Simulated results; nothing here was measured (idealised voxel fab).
Title: Process Module voxel tone inversion
The cross-section on display is named cut; it measures 200 nm wide, and its cells are 5 nm squares.
Cross-sections here: square-cell grids, written as top-down lists of bands, a band being one or more rows of cells. Band entry format. Leading values: height of top, height of bottom, nm. Remainder: materials in left-to-right order, each with its width in nm. Special words: "throughout" on a single material, which then fills the band edge to edge; "empty", empty space. Heights are expressed relative to 0, this being the level below which the as-received wafer comprises one material exclusively. The lowest band is unbounded in the downward direction and is denoted as in "0 down". When a width is written as two numbers, as in "30 to 40", the first number is the width in the top row of cells of the band and the second is the width in its bottom row, and the width changes by the same amount from each row to the next. "nothing got changed" (step): cross-section cells unchanged, all of them. Voids not open to the top, 8 cells minimum: see "Trapped void list". Written width x height at distance; distance is from the left edge; nm. That trailing text on a step's line, after the settings, is the simulator's own remark on the step. overlay nm: mask offset rightward from planned place, masked step; negative means leftward offset.
# This section lists the process steps that were planned
1. RECEIVE,material Si
2. CONFORMAL_DEP,material SiCN,thk nm 10
3. DIRECTIONAL_DEP,material polySi,thk nm 15
4. PATTERN,tone cover,mask id POSTS,material resist,width nm 25,pitch nm 55,thk nm 25,overlay nm -15
5. DIRECTIONAL_ETCH,etch materials polySi,depth nm 15
6. STRIP,etch materials resist
7. FILL_DEP,material lowk,thk nm 5
8. CMP,height nm 25
9. STRIP,etch materials polySi
10. CONFORMAL_DEP,material TiN,thk nm 5
11. FILL_DEP,material Ru,thk nm 10
12. CMP,height nm 25
13. CONFORMAL_DEP,material SiN,thk nm 5
The wafers are alike at the start. At step 4, their overlay nm differs. The plan lists the first wafer's value.
# Incoming state of the first of several wafers in cross-section: after step 1
  0 down = Si throughout
  Trapped void list: none
# first wafer at the end, after step 13
  30 to 25 = SiN throughout
  25 to 15 = 15 nm lowk / 5 nm TiN / 15 nm Ru / 5 nm TiN / 30 nm lowk / 5 nm TiN / 15 nm Ru / 5 nm TiN / 30 nm lowk / 5 nm TiN / 15 nm Ru / 5 nm TiN / 50 nm lowk
  15 to 10 = 15 nm lowk / 25 nm TiN / 30 nm lowk / 25 nm TiN / 30 nm lowk / 25 nm TiN / 50 nm lowk
  10 to 0 = SiCN throughout
  0 down = Si throughout
  Trapped void list: none
# Showing the last wafer in cross-section at the end of the module
  30 to 25 = SiN throughout
  25 to 15 = 45 nm lowk / 5 nm TiN / 15 nm Ru / 5 nm TiN / 30 nm lowk / 5 nm TiN / 15 nm Ru / 5 nm TiN / 30 nm lowk / 5 nm TiN / 15 nm Ru / 5 nm TiN / 20 nm lowk
  15 to 10 = 45 nm lowk / 25 nm TiN / 30 nm lowk / 25 nm TiN / 30 nm lowk / 25 nm TiN / 20 nm lowk
  10 to 0 = SiCN throughout
  0 down = Si throughout
  Trapped void list: none
# Row per wafer, end-of-module: cell gain (+)/loss (-) by material since the wafer came in, then closed voids
overlay nm -15, +18 Ru, +80 SiCN, +40 SiN, +27 TiN, +75 lowk, Trapped void list: none
overlay nm -10, +18 Ru, +80 SiCN, +40 SiN, +27 TiN, +75 lowk, Trapped void list: none
overlay nm -5, +18 Ru, +80 SiCN, +40 SiN, +27 TiN, +75 lowk, Trapped void list: none
overlay nm 0, +18 Ru, +80 SiCN, +40 SiN, +27 TiN, +75 lowk, Trapped void list: none
overlay nm 5, +18 Ru, +80 SiCN, +40 SiN, +27 TiN, +75 lowk, Trapped void list: none
overlay nm 10, +18 Ru, +80 SiCN, +40 SiN, +27 TiN, +75 lowk, Trapped void list: none
overlay nm 15, +18 Ru, +80 SiCN, +40 SiN, +27 TiN, +75 lowk, Trapped void list: none
